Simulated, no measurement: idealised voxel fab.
The process module that follows is named voxel wiring stack.
Square cells of 5 nm make up the cross-section cut, whose width is 275 nm.
Reading order for cross-sections: top band down to bottom band. Underlying form: a grid of square cells. Band size: one or more rows of cells. Top, bottom (nm), then materials left to right with widths (nm); lone material tagged "full width" fills the whole band edge to edge; "air" = empty space. Height datum 0, below which the as-received substrate wafer is one material. Lowest band open at the bottom, running downward: "0 nm and below". You'd read "30..40" like this: the band's top row of cells is as wide as the first number, its bottom row is as wide as the second, and going down, every row changes width by the same amount as the row before did. Key: "no change" - step with no changed cell in the cross-section. So "Catalogued sealed voids" is basically the list of trapped voids: any empty space of 8 cells or more that can't reach the top through an opening. They're written width x height at distance, the distance being from the left edge, and it's all nm. Post-settings text on a step line: simulator's own remark regarding the step. The "overlay nm" setting may appear on a step's line; for a step that uses a mask, it gives how far to the right of its planned position the mask lay, and a negative value indicates the left.

HERE'S WHAT THE PLANNED PROCESS STEPS LOOK LIKE
1 RECEIVE (material Si)
2 CONFORMAL_DEP (material SiO2; thk nm 10)
3 CONFORMAL_DEP (material SiN; thk nm 5)
4 DIRECTIONAL_DEP (material lowk; thk nm 15)
5 MASKED_ETCH (tone open; mask id METAL_1; width nm 30; pitch nm 60; etch materials lowk; depth nm 15; overlay nm 0)
6 MASKED_ETCH (tone open; mask id METAL_1; width nm 30; pitch nm 60; etch materials SiN; depth nm 5; overlay nm 0)
7 CONFORMAL_DEP (material TiN; thk nm 5)
8 FILL_DEP (material W; thk nm 10)
9 CMP (height nm 30)
10 CONFORMAL_DEP (material SiCN; thk nm 5)
11 DIRECTIONAL_DEP (material lowk; thk nm 10)
12 DIRECTIONAL_DEP (material aC; thk nm 15)
13 PATTERN (tone open; mask id PLUG_1; material resist; width nm 15; pitch nm 120; thk nm 35; overlay nm 0)
14 DIRECTIONAL_ETCH (etch materials aC; depth nm 15)
15 STRIP (etch materials resist)
16 DIRECTIONAL_ETCH (etch materials lowk; depth nm 10)
17 DIRECTIONAL_ETCH (etch materials SiCN; depth nm 5)
18 STRIP (etch materials aC)
19 CONFORMAL_DEP (material TiN; thk nm 5)
20 FILL_DEP (material Ru; thk nm 5)
21 CMP (height nm 45)
22 DIRECTIONAL_DEP (material TiN; thk nm 5)
23 DIRECTIONAL_DEP (material W; thk nm 15)
24 MASKED_ETCH (tone cover; mask id METAL_2; width nm 30; pitch nm 60; etch materials W; depth nm 15; overlay nm 0)
25 MASKED_ETCH (tone cover; mask id METAL_2; width nm 30; pitch nm 60; etch materials TiN; depth nm 5; overlay nm 0)
26 CONFORMAL_DEP (material SiCN; thk nm 5)
27 FILL_DEP (material SiO2; thk nm 5)
28 CMP (height nm 65)
29 CONFORMAL_DEP (material SiCN; thk nm 5)
30 DIRECTIONAL_DEP (material SiO2; thk nm 25)
31 DIRECTIONAL_DEP (material aC; thk nm 15)
32 PATTERN (tone open; mask id METAL_3_HOLES; material resist; width nm 15; pitch nm 60; thk nm 35; overlay nm 0)
33 DIRECTIONAL_ETCH (etch materials aC; depth nm 15)
34 STRIP (etch materials resist)
35 DIRECTIONAL_ETCH (etch materials SiO2; depth nm 25)
36 STRIP (etch materials aC)
37 DIRECTIONAL_DEP (material aC; thk nm 10)
38 PATTERN (tone open; mask id METAL_3; material resist; width nm 30; pitch nm 60; thk nm 30; overlay nm 0)
39 DIRECTIONAL_ETCH (etch materials aC; depth nm 10)
40 STRIP (etch materials resist)
41 DIRECTIONAL_ETCH (etch materials SiO2; depth nm 15)
42 DIRECTIONAL_ETCH (etch materials SiCN; depth nm 5)
43 STRIP (etch materials aC)
44 CONFORMAL_DEP (material TiN; thk nm 5)
45 FILL_DEP (material Cu; thk nm 5)
46 CMP (height nm 95)
47 CONFORMAL_DEP (material SiCN; thk nm 5)
Heads up: all these wafers start the same, and what changes between them is the width nm in step 32. The value you see in the plan is just what the first wafer got.

RECEIVED CONDITION OF THE FIRST OF SEVERAL WAFERS, SECTIONED: POST-STEP 1
> 0 nm and below: Si full width
> Catalogued sealed voids: none

THE FOLLOWING TABLE CONTAINS A ROW PER WAFER, IN WHICH ARE REPORTED, AT THE CONCLUSION OF THE MODULE, THE CELLS OF EACH MATERIAL GAINED (+) OR LOST (-) SINCE THE WAFER'S RECEIPT, WITH ITS CLOSED VOIDS GIVEN THEREAFTER
width nm 15, +44 Cu, +4 Ru, +202 SiCN, +31 SiN, +358 SiO2, +150 TiN, +120 W, +191 lowk, Catalogued sealed voids: none
width nm 20, +56 Cu, +4 Ru, +198 SiCN, +31 SiN, +350 SiO2, +150 TiN, +120 W, +191 lowk, Catalogued sealed voids: none
width nm 25, +72 Cu, +4 Ru, +198 SiCN, +31 SiN, +330 SiO2, +154 TiN, +120 W, +191 lowk, Catalogued sealed voids: none
width nm 30, +84 Cu, +4 Ru, +194 SiCN, +31 SiN, +322 SiO2, +154 TiN, +120 W, +191 lowk, Catalogued sealed voids: none
